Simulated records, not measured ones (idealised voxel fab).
process module | voxel local oxidation
Pictured: cross-section cut, 210 nm wide, on a grid of 5 nm square cells.
We lay out every cross-section as a grid of square cells and spell it out in bands from the top down, where one band means one or more rows of cells.
Within each band entry, the heights of the top and of the bottom of the band appear first, in that order and in nm; the materials of the band then follow from left to right, each with its corresponding width in nm. The designation "edge to edge" on a single material indicates that it fills the band from edge to edge; the designation "blank" indicates empty space.
Basically, 0 is our baseline, since under it the wafer straight out of the box is all one material. The bottom band has no lower end and keeps on going down, so it looks like "top 0, no bottom".
Top row gets the first number, bottom row gets the second, and each row in between changes by the same step: that is how a band width like "30 to 40" works.
"remains unaltered", as given for a step, is the statement that not any cell of the cross-section underwent a change during that step.
"Sealed-off cavities" - sealed voids, min. 8 cells, no opening to top; format: width x height at distance (distance from left edge; nm throughout).
On a step's line, text after the settings is the simulator commenting on that step.
The line of a step may include "overlay nm". On a step with a mask, this value is how far to the right of its planned place the mask lay. A negative value means the mask lay to the left.

## Planned step list for the process
- 1: RECEIVE (material Si)
- 2: CONFORMAL_DEP (material SiO2; thk nm 5)
- 3: CONFORMAL_DEP (material SiN; thk nm 10)
- 4: DIRECTIONAL_DEP (material aC; thk nm 10)
- 5: PATTERN (tone cover; mask id ACTIVE; material resist; width nm 125; thk nm 25; overlay nm 0)
- 6: DIRECTIONAL_ETCH (etch materials aC; depth nm 10)
- 7: STRIP (etch materials resist)
- 8: DIRECTIONAL_ETCH (etch materials SiN; depth nm 10)
- 9: STRIP (etch materials aC)
- 10: SELECTIVE_ETCH (etch materials SiO2; depth nm 5)
- 11: OXIDIZE (depth nm 15)
- 12: STRIP (etch materials SiN)

## First of two wafers, with the run carried out as planned

## as received, after step 1
top 0, no bottom  Si edge to edge
Sealed-off cavities: none

## Upon completion of step 2, the wafer appears in cross-section as shown
top 5, bottom 0  SiO2 edge to edge
Below 0 it's all the same as before, nothing changed down there.

## Upon completion of step 3, the wafer appears in cross-section as shown
top 15, bottom 5  SiN edge to edge
Below 5 it's all the same as before, nothing changed down there.

## Upon completion of step 4, the wafer appears in cross-section as shown
top 25, bottom 15  aC edge to edge
Below 15 it's all the same as before, nothing changed down there.

## Upon completion of step 5, the wafer appears in cross-section as shown
top 50, bottom 25  blank 40 nm / resist 125 nm / blank 45 nm
Below 25 it's all the same as before, nothing changed down there.

## Upon completion of step 6, the wafer appears in cross-section as shown
top 40, bottom 25  blank 40 nm / resist 125 nm / blank 45 nm
top 25, bottom 15  blank 40 nm / aC 125 nm / blank 45 nm
Below 15 it's all the same as before, nothing changed down there.

## Upon completion of step 7, the wafer appears in cross-section as shown
top 25, bottom 15  blank 40 nm / aC 125 nm / blank 45 nm
Below 15 it's all the same as before, nothing changed down there.

## Upon completion of step 8, the wafer appears in cross-section as shown
top 25, bottom 15  blank 40 nm / aC 125 nm / blank 45 nm
top 15, bottom 5  blank 40 nm / SiN 125 nm / blank 45 nm
Below 5 it's all the same as before, nothing changed down there.

## Upon completion of step 9, the wafer appears in cross-section as shown
top 15, bottom 5  blank 40 nm / SiN 125 nm / blank 45 nm
Below 5 it's all the same as before, nothing changed down there.

## Upon completion of step 10, the wafer appears in cross-section as shown
top 15, bottom 5  blank 40 nm / SiN 125 nm / blank 45 nm
top 5, bottom 0  blank 45 nm / SiO2 115 nm / blank 50 nm
Below 0 it's all the same as before, nothing changed down there.

## Upon completion of step 11, the wafer appears in cross-section as shown
top 15, bottom 5  blank 40 nm / SiN 125 nm / blank 45 nm
top 5, bottom 0  blank 45 nm / SiO2 115 nm / blank 50 nm
top 0, bottom -15  SiO2 60 nm / Si 85 nm / SiO2 65 nm
Below -15 it's all the same as before, nothing changed down there.

## Upon completion of step 12, the wafer appears in cross-section as shown
top 5, bottom 0  blank 45 nm / SiO2 115 nm / blank 50 nm
Below 0 it's all the same as before, nothing changed down there.

## Notes, second wafer: start = first wafer's, plan = first wafer's, execution had one mistake; history identical to first through step 10

## Second wafer, cross-section, planned end of step 11
top 15, bottom 5  blank 40 nm / SiN 125 nm / blank 45 nm
top 5, bottom 0  blank 45 nm / SiO2 115 nm / blank 50 nm
top 0, bottom -20  SiO2 65 nm / Si 75 nm / SiO2 70 nm
Below -20 it's all the same as before, nothing changed down there.

## Second wafer, cross-section, planned end of step 12
top 5, bottom 0  blank 45 nm / SiO2 115 nm / blank 50 nm
Below 0 it's all the same as before, nothing changed down there.
Error vs. plan: step 11 changed vs plan, executed as OXIDIZE (depth nm 20)
Count the cells at the end and the second wafer has more or fewer of some materials than the first: -33 Si | +33 SiO2
